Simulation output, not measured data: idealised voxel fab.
Process module in this document: voxel gate over fins
Shown is cross-section cut, with a width of 235 nm and square cells of size 5 nm.
In this document a cross-section is written as a grid of square cells. It is given as a series of bands, listed from the top down, and a band is one or more rows of cells.
For a band, the entry starts with two heights in nm, that of the top and then that of the bottom, and carries on with the band's materials in order from left to right, each alongside its width in nm; the word "throughout" beside a single material means it fills the band edge to edge, and "empty" means empty space.
Height reference: 0 = level under which incoming wafer is all one material. Lowest band: no bottom, runs on downward, e.g. "top 0, no bottom".
Note: "30..40" means the width goes from the first number (top row of the band) to the second number (bottom row) in equal steps per row of cells.
Step note "no change occurred" = no cross-section cell changed.
For the entry "Closed cavity list", the listed items are empty spaces with no open way to the top whose size is 8 cells or more; each item follows the pattern width x height at distance, where distance is from the left edge and all three are in nm.
Whatever follows a step's settings on its line is a remark the simulator itself makes about that step.
For masked steps, "overlay nm" on the step line gives how far right of plan the mask actually lay; a minus sign means it lay to the left.
# plan
- 1: RECEIVE (material Si)
- 2: CONFORMAL_DEP (material SiN; thk nm 5)
- 3: MASKED_ETCH (tone cover; mask id FINS; width nm 15; pitch nm 50; etch materials SiN; depth nm 5; overlay nm 0)
- 4: MASKED_ETCH (tone cover; mask id FINS; width nm 15; pitch nm 50; etch materials Si; depth nm 35; overlay nm 0)
- 5: FILL_DEP (material SiO2; thk nm 10)
- 6: CMP (height nm 5)
- 7: DIRECTIONAL_DEP (material aC; thk nm 10)
- 8: PATTERN (tone open; mask id RAIL; material resist; width nm 15; thk nm 30; overlay nm 0)
- 9: DIRECTIONAL_ETCH (etch materials aC; depth nm 10)
- 10: STRIP (etch materials resist)
- 11: DIRECTIONAL_ETCH (etch materials SiO2; depth nm 35)
- 12: STRIP (etch materials aC)
- 13: CONFORMAL_DEP (material TiN; thk nm 5)
- 14: FILL_DEP (material W; thk nm 10)
- 15: CMP (height nm 5)
- 16: SELECTIVE_ETCH (etch materials W Ru TiN; depth nm 20)
- 17: FILL_DEP (material SiO2; thk nm 5)
- 18: CMP (height nm 5)
- 19: SELECTIVE_ETCH (etch materials SiO2; depth nm 15)
- 20: STRIP (etch materials SiN)
- 21: CONFORMAL_DEP (material HfO2; thk nm 5)
- 22: CONFORMAL_DEP (material TiN; thk nm 5)
- 23: CONFORMAL_DEP (material TiAl; thk nm 5)
- 24: CONFORMAL_DEP (material TiN; thk nm 5)
- 25: FILL_DEP (material W; thk nm 15)
- 26: CMP (height nm 30)
- 27: CONFORMAL_DEP (material SiCN; thk nm 10)
# Wafer at receipt (post step 1), cross-section
	top 0, no bottom | Si throughout
	Closed cavity list: none
# The following cross-section depicts the wafer upon conclusion of the module. Processing commenced from the starting condition illustrated above and adhered to the plan illustrated above, save for one mistake in execution
	top 40, bottom 30 | SiCN throughout
	top 30, bottom 20 | W throughout
	top 20, bottom 15 | 15 nm W, then 205 nm TiN, then 15 nm W
	top 15, bottom 10 | 15 nm W, then 5 nm TiN, then 45 nm TiAl, then 5 nm TiN, then 45 nm TiAl, then 5 nm TiN, then 45 nm TiAl, then 5 nm TiN, then 45 nm TiAl, then 5 nm TiN, then 15 nm W
	top 10, bottom 5 | 20 nm TiN, then 5 nm TiAl, then 35 nm TiN, then 5 nm TiAl, then 5 nm TiN, then 5 nm TiAl, then 35 nm TiN, then 5 nm TiAl, then 5 nm TiN, then 5 nm TiAl, then 35 nm TiN, then 5 nm TiAl, then 5 nm TiN, then 5 nm TiAl, then 35 nm TiN, then 5 nm TiAl, then 20 nm TiN
	top 5, bottom 0 | 25 nm TiAl, then 5 nm TiN, then 25 nm HfO2, then 5 nm TiN, then 15 nm TiAl, then 5 nm TiN, then 25 nm HfO2, then 5 nm TiN, then 15 nm TiAl, then 5 nm TiN, then 25 nm HfO2, then 5 nm TiN, then 15 nm TiAl, then 5 nm TiN, then 25 nm HfO2, then 5 nm TiN, then 25 nm TiAl
	top 0, bottom -5 | 30 nm TiN, then 5 nm HfO2, then 15 nm Si, then 5 nm HfO2, then 25 nm TiN, then 5 nm HfO2, then 15 nm Si, then 5 nm HfO2, then 25 nm TiN, then 5 nm HfO2, then 15 nm Si, then 5 nm HfO2, then 25 nm TiN, then 5 nm HfO2, then 15 nm Si, then 5 nm HfO2, then 30 nm TiN
	top -5, bottom -10 | 35 nm HfO2, then 15 nm Si, then 35 nm HfO2, then 15 nm Si, then 35 nm HfO2, then 15 nm Si, then 35 nm HfO2, then 15 nm Si, then 35 nm HfO2
	top -10, bottom -15 | 35 nm SiO2, then 15 nm Si, then 35 nm SiO2, then 15 nm Si, then 35 nm SiO2, then 15 nm Si, then 35 nm SiO2, then 15 nm Si, then 35 nm SiO2
	top -15, bottom -25 | 35 nm SiO2, then 15 nm Si, then 10 nm SiO2, then 5 nm TiN, then 10 nm W, then 5 nm TiN, then 5 nm SiO2, then 15 nm Si, then 35 nm SiO2, then 15 nm Si, then 35 nm SiO2, then 15 nm Si, then 35 nm SiO2
	top -25, bottom -30 | 35 nm SiO2, then 15 nm Si, then 10 nm SiO2, then 20 nm TiN, then 5 nm SiO2, then 15 nm Si, then 35 nm SiO2, then 15 nm Si, then 35 nm SiO2, then 15 nm Si, then 35 nm SiO2
	top -30, bottom -35 | 35 nm SiO2, then 15 nm Si, then 35 nm SiO2, then 15 nm Si, then 35 nm SiO2, then 15 nm Si, then 35 nm SiO2, then 15 nm Si, then 35 nm SiO2
	top -35, no bottom | Si throughout
	Closed cavity list: none
What broke from the plan during processing? step 8 ran as: PATTERN (tone open; mask id RAIL; material resist; width nm 20; thk nm 30; overlay nm 0)
